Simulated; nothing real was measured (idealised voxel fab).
The process module presented herein is designated voxel wiring stack.
Pictured: cross-section cut, 190 nm wide, on a grid of 5 nm square cells.
This document writes a cross-section as a grid whose cells are square, and gives it as bands, listed from the top down; one or more rows of cells form a band. The band entry comprises the height of the band's top followed by the height of its bottom, expressed in nm, and subsequently the band's materials from left to right, each stated together with its width in nm. Where a single material is marked with the word "everywhere", that material fills the band from edge to edge. The word "empty" represents empty space. Counting heights begins at 0, where everything beneath is, in the wafer as received, one material. The lowest band has no bottom; it goes on downwards, as "0 nm and below" shows. A two-number width, for instance "30->40", indicates that the width is equal to the first number in the top row of the band and to the second number in the bottom row, and that it changes by a constant amount per row of cells. Where a step carries "identical to before", the cross-section came out of it unchanged, cell for cell. Enclosed voids (no open way to top), threshold 8 cells or more, entry "Fully sealed cavities", notation width x height at distance, distance from left edge, nm. It should be noted that, on the line of a given step, the content following the step's settings is a remark produced by the simulator itself with respect to that step. Regarding "overlay nm": on a step with a mask, it is the distance the mask lay to the right of its planned place; a negative value places it to the left.
# Steps in the process plan
1: RECEIVE, material Si
2: CONFORMAL_DEP, material SiO2, thk nm 10
3: CONFORMAL_DEP, material SiN, thk nm 5
4: DIRECTIONAL_DEP, material lowk, thk nm 15
5: DIRECTIONAL_DEP, material aC, thk nm 10
6: PATTERN, tone open, mask id METAL_1, material resist, width nm 25, pitch nm 50, thk nm 30, overlay nm 0
7: DIRECTIONAL_ETCH, etch materials aC, depth nm 10
8: STRIP, etch materials resist
9: DIRECTIONAL_ETCH, etch materials lowk, depth nm 15
10: DIRECTIONAL_ETCH, etch materials SiN, depth nm 5
11: STRIP, etch materials aC
12: CONFORMAL_DEP, material TiN, thk nm 5
13: FILL_DEP, material Cu, thk nm 5
14: CMP, height nm 30
15: EPI, material Ru, thk nm 5
16: FILL_DEP, material SiCN, thk nm 5
17: DIRECTIONAL_DEP, material SiO2, thk nm 25
18: DIRECTIONAL_DEP, material aC, thk nm 15
19: PATTERN, tone open, mask id METAL_2, material resist, width nm 25, pitch nm 50, thk nm 30, overlay nm 0
20: DIRECTIONAL_ETCH, etch materials aC, depth nm 15
21: STRIP, etch materials resist
22: DIRECTIONAL_ETCH, etch materials SiO2, depth nm 15
23: STRIP, etch materials aC
24: MASKED_ETCH, tone open, mask id METAL_2_HOLES, width nm 15, etch materials SiO2, depth nm 10, overlay nm 0
25: MASKED_ETCH, tone open, mask id METAL_2_HOLES, width nm 15, etch materials SiCN, depth nm 5, overlay nm 0
26: CONFORMAL_DEP, material TiN, thk nm 5
27: FILL_DEP, material Cu, thk nm 5
28: CMP, height nm 65
29: CONFORMAL_DEP, material SiCN, thk nm 5
# This is the cross-section of the wafer as we received it, i.e. after step 1
    0 nm and below = Si everywhere
    Fully sealed cavities: none
# The first of two wafers, cross-sectioned at the end of the module, with the run proceeding as planned
    70 nm to 65 nm = SiCN everywhere
    65 nm to 55 nm = SiO2 55 nm  TiN 5 nm  Cu 15 nm  TiN 5 nm  SiO2 25 nm  TiN 5 nm  Cu 15 nm  TiN 5 nm  SiO2 60 nm
    55 nm to 50 nm = SiO2 55 nm  TiN 5 nm  Cu 5 nm  TiN 15 nm  SiO2 25 nm  TiN 25 nm  SiO2 60 nm
    50 nm to 40 nm = SiO2 55 nm  TiN 5 nm  Cu 5 nm  TiN 5 nm  SiO2 120 nm
    40 nm to 35 nm = SiCN 55 nm  TiN 15 nm  SiCN 120 nm
    35 nm to 30 nm = SiCN 50 nm  Ru 35 nm  SiCN 15 nm  Ru 35 nm  SiCN 55 nm
    30 nm to 15 nm = lowk 55 nm  TiN 5 nm  Cu 15 nm  TiN 5 nm  lowk 25 nm  TiN 5 nm  Cu 15 nm  TiN 5 nm  lowk 60 nm
    15 nm to 10 nm = SiN 55 nm  TiN 25 nm  SiN 25 nm  TiN 25 nm  SiN 60 nm
    10 nm to 0 nm = SiO2 everywhere
    0 nm and below = Si everywhere
    Fully sealed cavities: none
# Wafer two (of two), end-of-module cross-section: start = wafer one, plan = wafer one, one run mistake
    70 nm to 65 nm = SiCN everywhere
    65 nm to 60 nm = SiO2 55 nm  TiN 5 nm  Cu 5 nm  TiN 5 nm  SiO2 120 nm
    60 nm to 55 nm = SiO2 55 nm  TiN 15 nm  SiO2 120 nm
    55 nm to 40 nm = aC everywhere
    40 nm to 35 nm = SiCN everywhere
    35 nm to 30 nm = SiCN 50 nm  Ru 35 nm  SiCN 15 nm  Ru 35 nm  SiCN 55 nm
    30 nm to 15 nm = lowk 55 nm  TiN 5 nm  Cu 15 nm  TiN 5 nm  lowk 25 nm  TiN 5 nm  Cu 15 nm  TiN 5 nm  lowk 60 nm
    15 nm to 10 nm = SiN 55 nm  TiN 25 nm  SiN 25 nm  TiN 25 nm  SiN 60 nm
    10 nm to 0 nm = SiO2 everywhere
    0 nm and below = Si everywhere
    Fully sealed cavities: none
Diagnosis: deviation from plan: step 18 and step 17 executed in one another's positions
Wafer comparison, final, in cells, second relative to first, materials more or fewer: Cu -14; SiCN +3; SiO2 -84; TiN -19; aC +114
